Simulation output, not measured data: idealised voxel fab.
Process module under the name voxel transistor to metal
In the cross-section labelled cut, the width is 170 nm and each square cell is 5 nm.
Cross-sections here: square-cell grids, written as top-down lists of bands, a band being one or more rows of cells.
Basically the band line says how high the top is and how high the bottom is, in nm, and then what's in it from left to right, every material with its width in nm. Empty space shows up as "air", and if a single material carries "edge to edge" it runs the full band edge to edge.
Basically, 0 is our baseline, since under it the wafer straight out of the box is all one material. The bottom band has no lower end and keeps on going down, so it looks like "0..down".
Think of "30 to 40" as a width that walks from the first number to the second as you go down the band, top row to bottom row, taking equal-sized steps from row to row.
Key: "remained the same" - step with no changed cell in the cross-section.
Entry "Completely sealed voids". Content: empty spaces with no open connection to the top, size 8 cells or greater. Each: width x height at distance. Distance: from left edge. Unit: nm.
Text after the settings on a step's line: the simulator's own remark on that step.
For masked steps, "overlay nm" on the step line gives how far right of plan the mask actually lay; a minus sign means it lay to the left.
Everything after this point is organized in pairs: a cross-section before one process step, a cross-section after it that shows only as deep as the lowest changed band, and, under the pair, the intervening step with its settings. Because different runs of this module on the same starting wafer can supply different pairs, a pair continues from the pair above it only if its entry headed "Before processing" says so.
Before processing
> 20..10  SiO2 edge to edge
> 10..0  SiO2=15 | SiGe=45 | SiN=5 | HfO2=5 | TiN=5 | W=20 | TiN=5 | HfO2=5 | SiN=5 | SiGe=45 | SiO2=15
> 0..-5  SiO2=15 | SiGe=45 | SiN=5 | HfO2=5 | TiN=30 | HfO2=5 | SiN=5 | SiGe=45 | SiO2=15
> -5..-10  SiO2=15 | SiGe=45 | SiO2=5 | HfO2=40 | SiO2=5 | SiGe=45 | SiO2=15
> -10..-20  SiO2=35 | SiGe=25 | Si=50 | SiGe=25 | SiO2=35
> -20..-30  SiO2=35 | Si=100 | SiO2=35
> -30..down  Si edge to edge
> Completely sealed voids: none
Cut View, Post-Step
> 20..10  SiO2=35 | air=20 | SiO2=60 | air=20 | SiO2=35
> No changes below 10.
> Completely sealed voids: none
The process step separating the two cross-sections depicted above is as follows: MASKED_ETCH | tone open | mask id CONTACT | width nm 20 | pitch nm 80 | etch materials SiO2 | depth nm 25 | overlay nm 0
Before processing: same picture as after in the pair right above, so we don't repeat it.
Cut View, Post-Step
> 25..20  TiN=40 | air=10 | TiN=70 | air=10 | TiN=40
> 20..15  SiO2=35 | TiN=5 | air=10 | TiN=5 | SiO2=60 | TiN=5 | air=10 | TiN=5 | SiO2=35
> 15..10  SiO2=35 | TiN=20 | SiO2=60 | TiN=20 | SiO2=35
> No changes below 10.
> Completely sealed voids: none
The process step separating the two cross-sections depicted above is as follows: CONFORMAL_DEP | material TiN | thk nm 5
Before processing: same picture as after in the pair right above, so we don't repeat it.
Cut View, Post-Step
> 35..25  W edge to edge
> 25..20  TiN=40 | W=10 | TiN=70 | W=10 | TiN=40
> 20..15  SiO2=35 | TiN=5 | W=10 | TiN=5 | SiO2=60 | TiN=5 | W=10 | TiN=5 | SiO2=35
> No changes below 15.
> Completely sealed voids: none
The process step separating the two cross-sections depicted above is as follows: FILL_DEP | material W | thk nm 10
Before processing: same picture as after in the pair right above, so we don't repeat it.
Cut View, Post-Step
> 20..15  SiO2=35 | TiN=5 | W=10 | TiN=5 | SiO2=60 | TiN=5 | W=10 | TiN=5 | SiO2=35
> No changes below 15.
> Completely sealed voids: none
The process step separating the two cross-sections depicted above is as follows: CMP | height nm 20
Before processing: same picture as after in the pair right above, so we don't repeat it.
Cut View, Post-Step
> 25..20  TiN edge to edge
> No changes below 20.
> Completely sealed voids: none
The process step separating the two cross-sections depicted above is as follows: DIRECTIONAL_DEP | material TiN | thk nm 5
Before processing: same picture as after in the pair right above, so we don't repeat it.
Cut View, Post-Step
> 45..25  W edge to edge
> No changes below 25.
> Completely sealed voids: none
The process step separating the two cross-sections depicted above is as follows: DIRECTIONAL_DEP | material W | thk nm 20
Before processing: same picture as after in the pair right above, so we don't repeat it.
Cut View, Post-Step
> 65..45  air=35 | resist=20 | air=60 | resist=20 | air=35
> No changes below 45.
> Completely sealed voids: none
The process step separating the two cross-sections depicted above is as follows: PATTERN | tone cover | mask id METAL_1 | material resist | width nm 20 | pitch nm 80 | thk nm 20 | overlay nm 0
Before processing: same picture as after in the pair right above, so we don't repeat it.
Cut View, Post-Step
> 65..45  air=35 | resist=20 | air=60 | resist=20 | air=35
> 45..25  air=35 | W=20 | air=60 | W=20 | air=35
> No changes below 25.
> Completely sealed voids: none
The process step separating the two cross-sections depicted above is as follows: DIRECTIONAL_ETCH | etch materials W | depth nm 20
Before processing: same picture as after in the pair right above, so we don't repeat it.
Cut View, Post-Step
> 65..45  air=35 | resist=20 | air=60 | resist=20 | air=35
> 45..25  air=35 | W=20 | air=60 | W=20 | air=35
> 25..20  air=35 | TiN=20 | air=60 | TiN=20 | air=35
> No changes below 20.
> Completely sealed voids: none
The process step separating the two cross-sections depicted above is as follows: DIRECTIONAL_ETCH | etch materials TiN | depth nm 5
Before processing: same picture as after in the pair right above, so we don't repeat it.
Cut View, Post-Step
> 45..25  air=35 | W=20 | air=60 | W=20 | air=35
> No changes below 25.
> Completely sealed voids: none
The process step separating the two cross-sections depicted above is as follows: STRIP | etch materials resist
Before processing: same picture as after in the pair right above, so we don't repeat it.
Cut View, Post-Step
> 50..45  air=30 | SiN=30 | air=50 | SiN=30 | air=30
> 45..25  air=30 | SiN=5 | W=20 | SiN=5 | air=50 | SiN=5 | W=20 | SiN=5 | air=30
> 25..20  SiN=35 | TiN=20 | SiN=60 | TiN=20 | SiN=35
> No changes below 20.
> Completely sealed voids: none
The process step separating the two cross-sections depicted above is as follows: CONFORMAL_DEP | material SiN | thk nm 5
Before processing: same picture as after in the pair right above, so we don't repeat it.
Cut View, Post-Step
> 60..50  lowk edge to edge
> 50..45  lowk=30 | SiN=30 | lowk=50 | SiN=30 | lowk=30
> 45..25  lowk=30 | SiN=5 | W=20 | SiN=5 | lowk=50 | SiN=5 | W=20 | SiN=5 | lowk=30
> No changes below 25.
> Completely sealed voids: none
The process step separating the two cross-sections depicted above is as follows: FILL_DEP | material lowk | thk nm 10
Before processing: same picture as after in the pair right above, so we don't repeat it.
Cut View, Post-Step
> 45..25  lowk=30 | SiN=5 | W=20 | SiN=5 | lowk=50 | SiN=5 | W=20 | SiN=5 | lowk=30
> No changes below 25.
> Completely sealed voids: none
The process step separating the two cross-sections depicted above is as follows: CMP | height nm 45
Before processing: same picture as after in the pair right above, so we don't repeat it.
Cut View, Post-Step
> 50..45  SiN edge to edge
> No changes below 45.
> Completely sealed voids: none
The process step separating the two cross-sections depicted above is as follows: CONFORMAL_DEP | material SiN | thk nm 5
Before processing
> 10..0  air=30 | SiN=110 | air=30
> 0..-5  SiO2 edge to edge
> -5..-30  SiO2=35 | Si=100 | SiO2=35
> -30..down  Si edge to edge
> Completely sealed voids: none
Cut View, Post-Step
> 10..0  air=30 | SiN=110 | air=30
> 0..-5  air=35 | SiO2=100 | air=35
> No changes below -5.
> Completely sealed voids: none
The process step separating the two cross-sections depicted above is as follows: SELECTIVE_ETCH | etch materials SiO2 | depth nm 5
Before processing: same picture as after in the pair right above, so we don't repeat it.
Cut View, Post-Step
> 0..-5  air=35 | SiO2=100 | air=35
> No changes below -5.
> Completely sealed voids: none
The process step separating the two cross-sections depicted above is as follows: STRIP | etch materials SiN
Before processing: same picture as after in the pair right above, so we don't repeat it.
Cut View, Post-Step
> 20..15  air=35 | polySi=100 | air=35
> 15..0  polySi edge to edge
> 0..-5  polySi=35 | SiO2=100 | polySi=35
> No changes below -5.
> Completely sealed voids: none
The process step separating the two cross-sections depicted above is as follows: DIRECTIONAL_DEP | material polySi | thk nm 20
Before processing: same picture as after in the pair right above, so we don't repeat it.
Cut View, Post-Step
> 30..25  air=35 | SiCN=100 | air=35
> 25..20  SiCN edge to edge
> 20..15  SiCN=35 | polySi=100 | SiCN=35
> No changes below 15.
> Completely sealed voids: none
The process step separating the two cross-sections depicted above is as follows: DIRECTIONAL_DEP | material SiCN | thk nm 10
Before processing: same picture as after in the pair right above, so we don't repeat it.
Cut View, Post-Step
> 45..40  air=35 | aC=100 | air=35
> 40..30  aC edge to edge
> 30..25  aC=35 | SiCN=100 | aC=35
> No changes below 25.
> Completely sealed voids: none
The process step separating the two cross-sections depicted above is as follows: DIRECTIONAL_DEP | material aC | thk nm 15
Before processing: same picture as after in the pair right above, so we don't repeat it.
Cut View, Post-Step
> 80..45  air=70 | resist=30 | air=70
> No changes below 45.
> Completely sealed voids: none
The process step separating the two cross-sections depicted above is as follows: PATTERN | tone cover | mask id GATE | material resist | width nm 30 | thk nm 35 | overlay nm 0
Before processing: same picture as after in the pair right above, so we don't repeat it.
Cut View, Post-Step
> 65..45  air=70 | resist=30 | air=70
> 45..30  air=70 | aC=30 | air=70
> 30..25  air=35 | SiCN=100 | air=35
> No changes below 25.
> Completely sealed voids: none
The process step separating the two cross-sections depicted above is as follows: DIRECTIONAL_ETCH | etch materials aC | depth nm 15
Before processing: same picture as after in the pair right above, so we don't repeat it.
Cut View, Post-Step
> 45..30  air=70 | aC=30 | air=70
> No changes below 30.
> Completely sealed voids: none
The process step separating the two cross-sections depicted above is as follows: STRIP | etch materials resist
Before processing: same picture as after in the pair right above, so we don't repeat it.
Cut View, Post-Step
> 45..30  air=70 | aC=30 | air=70
> 30..20  air=70 | SiCN=30 | air=70
> 20..15  air=35 | polySi=100 | air=35
> No changes below 15.
> Completely sealed voids: none
The process step separating the two cross-sections depicted above is as follows: DIRECTIONAL_ETCH | etch materials SiCN | depth nm 20
Before processing: same picture as after in the pair right above, so we don't repeat it.
Cut View, Post-Step
> 45..30  air=70 | aC=30 | air=70
> 30..20  air=70 | SiCN=30 | air=70
> 20..0  air=70 | polySi=30 | air=70
> 0..-5  air=35 | SiO2=100 | air=35
> No changes below -5.
> Completely sealed voids: none
The process step separating the two cross-sections depicted above is as follows: DIRECTIONAL_ETCH | etch materials polySi | depth nm 30
Before processing: same picture as after in the pair right above, so we don't repeat it.
Cut View, Post-Step
> 30..20  air=70 | SiCN=30 | air=70
> No changes below 20.
> Completely sealed voids: none
The process step separating the two cross-sections depicted above is as follows: STRIP | etch materials aC
Before processing: same picture as after in the pair right above, so we don't repeat it.
Cut View, Post-Step
> 35..30  air=65 | SiO2=40 | air=65
> 30..20  air=65 | SiO2=5 | SiCN=30 | SiO2=5 | air=65
> 20..5  air=65 | SiO2=5 | polySi=30 | SiO2=5 | air=65
> 5..0  air=30 | SiO2=40 | polySi=30 | SiO2=40 | air=30
> 0..-5  SiO2 edge to edge
> No changes below -5.
> Completely sealed voids: none
The process step separating the two cross-sections depicted above is as follows: CONFORMAL_DEP | material SiO2 | thk nm 5
Before processing: same picture as after in the pair right above, so we don't repeat it.
Cut View, Post-Step
> 30..20  air=65 | SiO2=5 | SiCN=30 | SiO2=5 | air=65
> 20..0  air=65 | SiO2=5 | polySi=30 | SiO2=5 | air=65
> 0..-5  air=30 | SiO2=110 | air=30
> No changes below -5.
> Completely sealed voids: none
The process step separating the two cross-sections depicted above is as follows: DIRECTIONAL_ETCH | etch materials SiO2 | depth nm 5
Before processing: same picture as after in the pair right above, so we don't repeat it.
Cut View, Post-Step
> 35..30  air=60 | SiN=50 | air=60
> 30..20  air=60 | SiN=5 | SiO2=5 | SiCN=30 | SiO2=5 | SiN=5 | air=60
> 20..5  air=60 | SiN=5 | SiO2=5 | polySi=30 | SiO2=5 | SiN=5 | air=60
> 5..0  air=25 | SiN=40 | SiO2=5 | polySi=30 | SiO2=5 | SiN=40 | air=25
> 0..-5  SiN=30 | SiO2=110 | SiN=30
> No changes below -5.
> Completely sealed voids: none
The process step separating the two cross-sections depicted above is as follows: CONFORMAL_DEP | material SiN | thk nm 5
Before processing: same picture as after in the pair right above, so we don't repeat it.
Cut View, Post-Step
> 30..20  air=60 | SiN=5 | SiO2=5 | SiCN=30 | SiO2=5 | SiN=5 | air=60
> 20..0  air=60 | SiN=5 | SiO2=5 | polySi=30 | SiO2=5 | SiN=5 | air=60
> 0..-5  air=25 | SiN=5 | SiO2=110 | SiN=5 | air=25
> No changes below -5.
> Completely sealed voids: none
The process step separating the two cross-sections depicted above is as follows: DIRECTIONAL_ETCH | etch materials SiN | depth nm 5
Before processing: same picture as after in the pair right above, so we don't repeat it.
Cut View, Post-Step
> 30..25  air=60 | SiN=5 | air=5 | SiCN=30 | air=5 | SiN=5 | air=60
> 25..20  air=60 | SiN=5 | SiO2=5 | SiCN=30 | SiO2=5 | SiN=5 | air=60
> 20..0  air=60 | SiN=5 | SiO2=5 | polySi=30 | SiO2=5 | SiN=5 | air=60
> 0..-5  air=25 | SiN=5 | air=30 | SiO2=50 | air=30 | SiN=5 | air=25
> -5..-10  air=25 | SiO2=10 | Si=100 | SiO2=10 | air=25
> No changes below -10.
> Completely sealed voids: none
The process step separating the two cross-sections depicted above is as follows: DIRECTIONAL_ETCH | etch materials SiO2 | depth nm 5
Before processing: same picture as after in the pair right above, so we don't repeat it.
Cut View, Post-Step
> 30..25  air=60 | SiN=5 | air=5 | SiCN=30 | air=5 | SiN=5 | air=60
> 25..20  air=60 | SiN=5 | SiO2=5 | SiCN=30 | SiO2=5 | SiN=5 | air=60
> 20..0  air=60 | SiN=5 | SiO2=5 | polySi=30 | SiO2=5 | SiN=5 | air=60
> 0..-5  air=25 | SiN=5 | air=30 | SiO2=50 | air=30 | SiN=5 | air=25
> -5..-10  air=25 | SiO2=10 | air=25 | Si=50 | air=25 | SiO2=10 | air=25
> -10..-15  SiO2=35 | air=25 | Si=50 | air=25 | SiO2=35
> No changes below -15.
> Completely sealed voids: none
The process step separating the two cross-sections depicted above is as follows: DIRECTIONAL_ETCH | etch materials Si | depth nm 10
Before processing: same picture as after in the pair right above, so we don't repeat it.
Cut View, Post-Step
> 30..25  air=60 | SiN=5 | air=5 | SiCN=30 | air=5 | SiN=5 | air=60
> 25..20  air=60 | SiN=5 | SiO2=5 | SiCN=30 | SiO2=5 | SiN=5 | air=60
> 20..10  air=60 | SiN=5 | SiO2=5 | polySi=30 | SiO2=5 | SiN=5 | air=60
> 10..0  air=45 | SiGe=15 | SiN=5 | SiO2=5 | polySi=30 | SiO2=5 | SiN=5 | SiGe=15 | air=45
> 0..-5  air=25 | SiN=5 | SiGe=30 | SiO2=50 | SiGe=30 | SiN=5 | air=25
> -5..-10  air=25 | SiO2=10 | SiGe=25 | Si=50 | SiGe=25 | SiO2=10 | air=25
> -10..-15  SiO2=35 | SiGe=25 | Si=50 | SiGe=25 | SiO2=35
> No changes below -15.
> Completely sealed voids: none
The process step separating the two cross-sections depicted above is as follows: EPI | material SiGe | thk nm 15
Before processing: same picture as after in the pair right above, so we don't repeat it.
Cut View, Post-Step
> 40..30  SiO2 edge to edge
> 30..20  SiO2=60 | SiN=5 | SiO2=5 | SiCN=30 | SiO2=5 | SiN=5 | SiO2=60
> 20..10  SiO2=60 | SiN=5 | SiO2=5 | polySi=30 | SiO2=5 | SiN=5 | SiO2=60
> 10..0  SiO2=45 | SiGe=15 | SiN=5 | SiO2=5 | polySi=30 | SiO2=5 | SiN=5 | SiGe=15 | SiO2=45
> 0..-5  SiO2=25 | SiN=5 | SiGe=30 | SiO2=50 | SiGe=30 | SiN=5 | SiO2=25
> -5..-15  SiO2=35 | SiGe=25 | Si=50 | SiGe=25 | SiO2=35
> No changes below -15.
> Completely sealed voids: none
The process step separating the two cross-sections depicted above is as follows: FILL_DEP | material SiO2 | thk nm 10
Before processing: same picture as after in the pair right above, so we don't repeat it.
Cut View, Post-Step
> 15..10  SiO2=60 | SiN=5 | SiO2=5 | polySi=30 | SiO2=5 | SiN=5 | SiO2=60
> No changes below 10.
> Completely sealed voids: none
The process step separating the two cross-sections depicted above is as follows: CMP | height nm 15
Before processing: same picture as after in the pair right above, so we don't repeat it.
Cut View, Post-Step
> 15..10  SiO2=60 | SiN=5 | SiO2=5 | air=30 | SiO2=5 | SiN=5 | SiO2=60
> 10..0  SiO2=45 | SiGe=15 | SiN=5 | SiO2=5 | air=30 | SiO2=5 | SiN=5 | SiGe=15 | SiO2=45
> No changes below 0.
> Completely sealed voids: none
The process step separating the two cross-sections depicted above is as follows: STRIP | etch materials polySi
Before processing: same picture as after in the pair right above, so we don't repeat it.
Cut View, Post-Step
> 15..10  air=60 | SiN=5 | air=40 | SiN=5 | air=60
> 10..0  SiO2=45 | SiGe=15 | SiN=5 | air=40 | SiN=5 | SiGe=15 | SiO2=45
> 0..-5  SiO2=25 | SiN=5 | SiGe=30 | SiO2=5 | air=40 | SiO2=5 | SiGe=30 | SiN=5 | SiO2=25
> No changes below -5.
> Completely sealed voids: none
The process step separating the two cross-sections depicted above is as follows: SELECTIVE_ETCH | etch materials SiO2 | depth nm 5
Before processing: same picture as after in the pair right above, so we don't repeat it.
Cut View, Post-Step
> 20..15  air=55 | HfO2=15 | air=30 | HfO2=15 | air=55
> 15..10  HfO2=60 | SiN=5 | HfO2=5 | air=30 | HfO2=5 | SiN=5 | HfO2=60
> 10..0  SiO2=45 | SiGe=15 | SiN=5 | HfO2=5 | air=30 | HfO2=5 | SiN=5 | SiGe=15 | SiO2=45
> 0..-5  SiO2=25 | SiN=5 | SiGe=30 | SiO2=5 | HfO2=40 | SiO2=5 | SiGe=30 | SiN=5 | SiO2=25
> No changes below -5.
> Completely sealed voids: none
The process step separating the two cross-sections depicted above is as follows: CONFORMAL_DEP | material HfO2 | thk nm 5
Before processing: same picture as after in the pair right above, so we don't repeat it.
Cut View, Post-Step
> 25..20  air=50 | TiN=25 | air=20 | TiN=25 | air=50
> 20..15  TiN=55 | HfO2=15 | TiN=5 | air=20 | TiN=5 | HfO2=15 | TiN=55
> 15..10  HfO2=60 | SiN=5 | HfO2=5 | TiN=5 | air=20 | TiN=5 | HfO2=5 | SiN=5 | HfO2=60
> 10..5  SiO2=45 | SiGe=15 | SiN=5 | HfO2=5 | TiN=5 | air=20 | TiN=5 | HfO2=5 | SiN=5 | SiGe=15 | SiO2=45
> 5..0  SiO2=45 | SiGe=15 | SiN=5 | HfO2=5 | TiN=30 | HfO2=5 | SiN=5 | SiGe=15 | SiO2=45
> No changes below 0.
> Completely sealed voids: none
The process step separating the two cross-sections depicted above is as follows: CONFORMAL_DEP | material TiN | thk nm 5
Before processing: same picture as after in the pair right above, so we don't repeat it.
Cut View, Post-Step
> 30..25  W edge to edge
> 25..20  W=50 | TiN=25 | W=20 | TiN=25 | W=50
> 20..15  TiN=55 | HfO2=15 | TiN=5 | W=20 | TiN=5 | HfO2=15 | TiN=55
> 15..10  HfO2=60 | SiN=5 | HfO2=5 | TiN=5 | W=20 | TiN=5 | HfO2=5 | SiN=5 | HfO2=60
> 10..5  SiO2=45 | SiGe=15 | SiN=5 | HfO2=5 | TiN=5 | W=20 | TiN=5 | HfO2=5 | SiN=5 | SiGe=15 | SiO2=45
> No changes below 5.
> Completely sealed voids: none
The process step separating the two cross-sections depicted above is as follows: FILL_DEP | material W | thk nm 5
Before processing: same picture as after in the pair right above, so we don't repeat it.
Cut View, Post-Step
> 10..5  SiO2=45 | SiGe=15 | SiN=5 | HfO2=5 | TiN=5 | W=20 | TiN=5 | HfO2=5 | SiN=5 | SiGe=15 | SiO2=45
> No changes below 5.
> Completely sealed voids: none
The process step separating the two cross-sections depicted above is as follows: CMP | height nm 10
Before processing: same picture as after in the pair right above, so we don't repeat it.
Cut View, Post-Step
> 20..10  SiO2 edge to edge
> No changes below 10.
> Completely sealed voids: none
The process step separating the two cross-sections depicted above is as follows: DIRECTIONAL_DEP | material SiO2 | thk nm 10
Before processing: same picture as after in the pair right above, so we don't repeat it.
Cut View, Post-Step
> 20..10  SiO2=35 | air=20 | SiO2=60 | air=20 | SiO2=35
> 10..5  SiO2=35 | air=10 | SiGe=15 | SiN=5 | HfO2=5 | TiN=5 | W=20 | TiN=5 | HfO2=5 | SiN=5 | SiGe=15 | air=10 | SiO2=35
> 5..0  SiO2=35 | air=10 | SiGe=15 | SiN=5 | HfO2=5 | TiN=30 | HfO2=5 | SiN=5 | SiGe=15 | air=10 | SiO2=35
> No changes below 0.
> Completely sealed voids: none
The process step separating the two cross-sections depicted above is as follows: MASKED_ETCH | tone open | mask id CONTACT | width nm 20 | pitch nm 80 | etch materials SiO2 | depth nm 25 | overlay nm 0
Before processing: same picture as after in the pair right above, so we don't repeat it.
Cut View, Post-Step
> 25..20  TiN=40 | air=10 | TiN=70 | air=10 | TiN=40
> 20..15  SiO2=35 | TiN=5 | air=10 | TiN=5 | SiO2=60 | TiN=5 | air=10 | TiN=5 | SiO2=35
> 15..10  SiO2=35 | TiN=20 | SiO2=60 | TiN=20 | SiO2=35
> 10..5  SiO2=35 | TiN=10 | SiGe=15 | SiN=5 | HfO2=5 | TiN=5 | W=20 | TiN=5 | HfO2=5 | SiN=5 | SiGe=15 | TiN=10 | SiO2=35
> 5..0  SiO2=35 | TiN=10 | SiGe=15 | SiN=5 | HfO2=5 | TiN=30 | HfO2=5 | SiN=5 | SiGe=15 | TiN=10 | SiO2=35
> No changes below 0.
> Completely sealed voids: none
The process step separating the two cross-sections depicted above is as follows: CONFORMAL_DEP | material TiN | thk nm 5
Before processing: same picture as after in the pair right above, so we don't repeat it.
Cut View, Post-Step
> 35..25  W edge to edge
> 25..20  TiN=40 | W=10 | TiN=70 | W=10 | TiN=40
> 20..15  SiO2=35 | TiN=5 | W=10 | TiN=5 | SiO2=60 | TiN=5 | W=10 | TiN=5 | SiO2=35
> No changes below 15.
> Completely sealed voids: none
The process step separating the two cross-sections depicted above is as follows: FILL_DEP | material W | thk nm 10
Before processing: same picture as after in the pair right above, so we don't repeat it.
Cut View, Post-Step
> 20..15  SiO2=35 | TiN=5 | W=10 | TiN=5 | SiO2=60 | TiN=5 | W=10 | TiN=5 | SiO2=35
> No changes below 15.
> Completely sealed voids: none
The process step separating the two cross-sections depicted above is as follows: CMP | height nm 20
Before processing: same picture as after in the pair right above, so we don't repeat it.
Cut View, Post-Step
> 25..20  TiN edge to edge
> No changes below 20.
> Completely sealed voids: none
The process step separating the two cross-sections depicted above is as follows: DIRECTIONAL_DEP | material TiN | thk nm 5
Before processing: same picture as after in the pair right above, so we don't repeat it.
Cut View, Post-Step
> 45..25  W edge to edge
> No changes below 25.
> Completely sealed voids: none
The process step separating the two cross-sections depicted above is as follows: DIRECTIONAL_DEP | material W | thk nm 20
Before processing: same picture as after in the pair right above, so we don't repeat it.
Cut View, Post-Step
> 65..45  air=35 | resist=20 | air=60 | resist=20 | air=35
> No changes below 45.
> Completely sealed voids: none
The process step separating the two cross-sections depicted above is as follows: PATTERN | tone cover | mask id METAL_1 | material resist | width nm 20 | pitch nm 80 | thk nm 20 | overlay nm 0
Before processing: same picture as after in the pair right above, so we don't repeat it.
Cut View, Post-Step
> 65..45  air=35 | resist=20 | air=60 | resist=20 | air=35
> 45..25  air=35 | W=20 | air=60 | W=20 | air=35
> No changes below 25.
> Completely sealed voids: none
The process step separating the two cross-sections depicted above is as follows: DIRECTIONAL_ETCH | etch materials W | depth nm 20
Before processing: same picture as after in the pair right above, so we don't repeat it.
Cut View, Post-Step
> 65..45  air=35 | resist=20 | air=60 | resist=20 | air=35
> 45..25  air=35 | W=20 | air=60 | W=20 | air=35
> 25..20  air=35 | TiN=20 | air=60 | TiN=20 | air=35
> No changes below 20.
> Completely sealed voids: none
The process step separating the two cross-sections depicted above is as follows: DIRECTIONAL_ETCH | etch materials TiN | depth nm 5
Before processing: same picture as after in the pair right above, so we don't repeat it.
Cut View, Post-Step
> 45..25  air=35 | W=20 | air=60 | W=20 | air=35
> No changes below 25.
> Completely sealed voids: none
The process step separating the two cross-sections depicted above is as follows: STRIP | etch materials resist
Before processing: same picture as after in the pair right above, so we don't repeat it.
Cut View, Post-Step
> 50..45  air=30 | SiN=30 | air=50 | SiN=30 | air=30
> 45..25  air=30 | SiN=5 | W=20 | SiN=5 | air=50 | SiN=5 | W=20 | SiN=5 | air=30
> 25..20  SiN=35 | TiN=20 | SiN=60 | TiN=20 | SiN=35
> No changes below 20.
> Completely sealed voids: none
The process step separating the two cross-sections depicted above is as follows: CONFORMAL_DEP | material SiN | thk nm 5
Before processing: same picture as after in the pair right above, so we don't repeat it.
Cut View, Post-Step
> 60..50  lowk edge to edge
> 50..45  lowk=30 | SiN=30 | lowk=50 | SiN=30 | lowk=30
> 45..25  lowk=30 | SiN=5 | W=20 | SiN=5 | lowk=50 | SiN=5 | W=20 | SiN=5 | lowk=30
> No changes below 25.
> Completely sealed voids: none
The process step separating the two cross-sections depicted above is as follows: FILL_DEP | material lowk | thk nm 10
Before processing: same picture as after in the pair right above, so we don't repeat it.
Cut View, Post-Step
> 45..25  lowk=30 | SiN=5 | W=20 | SiN=5 | lowk=50 | SiN=5 | W=20 | SiN=5 | lowk=30
> No changes below 25.
> Completely sealed voids: none
The process step separating the two cross-sections depicted above is as follows: CMP | height nm 45
Before processing: same picture as after in the pair right above, so we don't repeat it.
Cut View, Post-Step
> 50..45  SiN edge to edge
> No changes below 45.
> Completely sealed voids: none
The process step separating the two cross-sections depicted above is as follows: CONFORMAL_DEP | material SiN | thk nm 5
Before processing
> 20..10  SiO2=35 | TiN=5 | W=10 | TiN=5 | SiO2=60 | TiN=5 | W=10 | TiN=5 | SiO2=35
> 10..5  SiO2=35 | TiN=20 | SiO2=5 | SiN=5 | HfO2=5 | TiN=5 | W=20 | TiN=5 | HfO2=5 | SiN=5 | SiO2=5 | TiN=20 | SiO2=35
> 5..0  SiO2=35 | TiN=10 | SiGe=15 | SiN=5 | HfO2=5 | TiN=5 | W=20 | TiN=5 | HfO2=5 | SiN=5 | SiGe=15 | TiN=10 | SiO2=35
> 0..-5  SiO2=35 | TiN=10 | SiGe=15 | SiN=5 | HfO2=5 | TiN=30 | HfO2=5 | SiN=5 | SiGe=15 | TiN=10 | SiO2=35
> -5..-10  SiO2=30 | SiGe=30 | SiO2=5 | HfO2=40 | SiO2=5 | SiGe=30 | SiO2=30
> -10..-20  SiO2=35 | SiGe=25 | Si=50 | SiGe=25 | SiO2=35
> -20..-30  SiO2=35 | Si=100 | SiO2=35
> -30..down  Si edge to edge
> Completely sealed voids: none
Cut View, Post-Step
> 35..20  TiN edge to edge
> No changes below 20.
> Completely sealed voids: none
The process step separating the two cross-sections depicted above is as follows: DIRECTIONAL_DEP | material TiN | thk nm 15
Before processing: same picture as after in the pair right above, so we don't repeat it.
Cut View, Post-Step
> 55..35  W edge to edge
> No changes below 35.
> Completely sealed voids: none
The process step separating the two cross-sections depicted above is as follows: DIRECTIONAL_DEP | material W | thk nm 20
Before processing: same picture as after in the pair right above, so we don't repeat it.
Cut View, Post-Step
> 75..55  air=35 | resist=20 | air=60 | resist=20 | air=35
> No changes below 55.
> Completely sealed voids: none
The process step separating the two cross-sections depicted above is as follows: PATTERN | tone cover | mask id METAL_1 | material resist | width nm 20 | pitch nm 80 | thk nm 20 | overlay nm 0
Before processing: same picture as after in the pair right above, so we don't repeat it.
Cut View, Post-Step
> 75..55  air=35 | resist=20 | air=60 | resist=20 | air=35
> 55..35  air=35 | W=20 | air=60 | W=20 | air=35
> No changes below 35.
> Completely sealed voids: none
The process step separating the two cross-sections depicted above is as follows: DIRECTIONAL_ETCH | etch materials W | depth nm 20
Before processing: same picture as after in the pair right above, so we don't repeat it.
Cut View, Post-Step
> 75..55  air=35 | resist=20 | air=60 | resist=20 | air=35
> 55..35  air=35 | W=20 | air=60 | W=20 | air=35
> 35..30  air=35 | TiN=20 | air=60 | TiN=20 | air=35
> No changes below 30.
> Completely sealed voids: none
The process step separating the two cross-sections depicted above is as follows: DIRECTIONAL_ETCH | etch materials TiN | depth nm 5
Before processing: same picture as after in the pair right above, so we don't repeat it.
Cut View, Post-Step
> 55..35  air=35 | W=20 | air=60 | W=20 | air=35
> No changes below 35.
> Completely sealed voids: none
The process step separating the two cross-sections depicted above is as follows: STRIP | etch materials resist
Before processing: same picture as after in the pair right above, so we don't repeat it.
Cut View, Post-Step
> 60..55  air=30 | SiN=30 | air=50 | SiN=30 | air=30
> 55..35  air=30 | SiN=5 | W=20 | SiN=5 | air=50 | SiN=5 | W=20 | SiN=5 | air=30
> 35..30  SiN=35 | TiN=20 | SiN=60 | TiN=20 | SiN=35
> No changes below 30.
> Completely sealed voids: none
The process step separating the two cross-sections depicted above is as follows: CONFORMAL_DEP | material SiN | thk nm 5
Before processing: same picture as after in the pair right above, so we don't repeat it.
Cut View, Post-Step
> 70..60  lowk edge to edge
> 60..55  lowk=30 | SiN=30 | lowk=50 | SiN=30 | lowk=30
> 55..35  lowk=30 | SiN=5 | W=20 | SiN=5 | lowk=50 | SiN=5 | W=20 | SiN=5 | lowk=30
> No changes below 35.
> Completely sealed voids: none
The process step separating the two cross-sections depicted above is as follows: FILL_DEP | material lowk | thk nm 10
Before processing: same picture as after in the pair right above, so we don't repeat it.
Cut View, Post-Step
> 45..35  lowk=30 | SiN=5 | W=20 | SiN=5 | lowk=50 | SiN=5 | W=20 | SiN=5 | lowk=30
> No changes below 35.
> Completely sealed voids: none
The process step separating the two cross-sections depicted above is as follows: CMP | height nm 45
Before processing: same picture as after in the pair right above, so we don't repeat it.
Cut View, Post-Step
> 50..45  SiN edge to edge
> No changes below 45.
> Completely sealed voids: none
The process step separating the two cross-sections depicted above is as follows: CONFORMAL_DEP | material SiN | thk nm 5
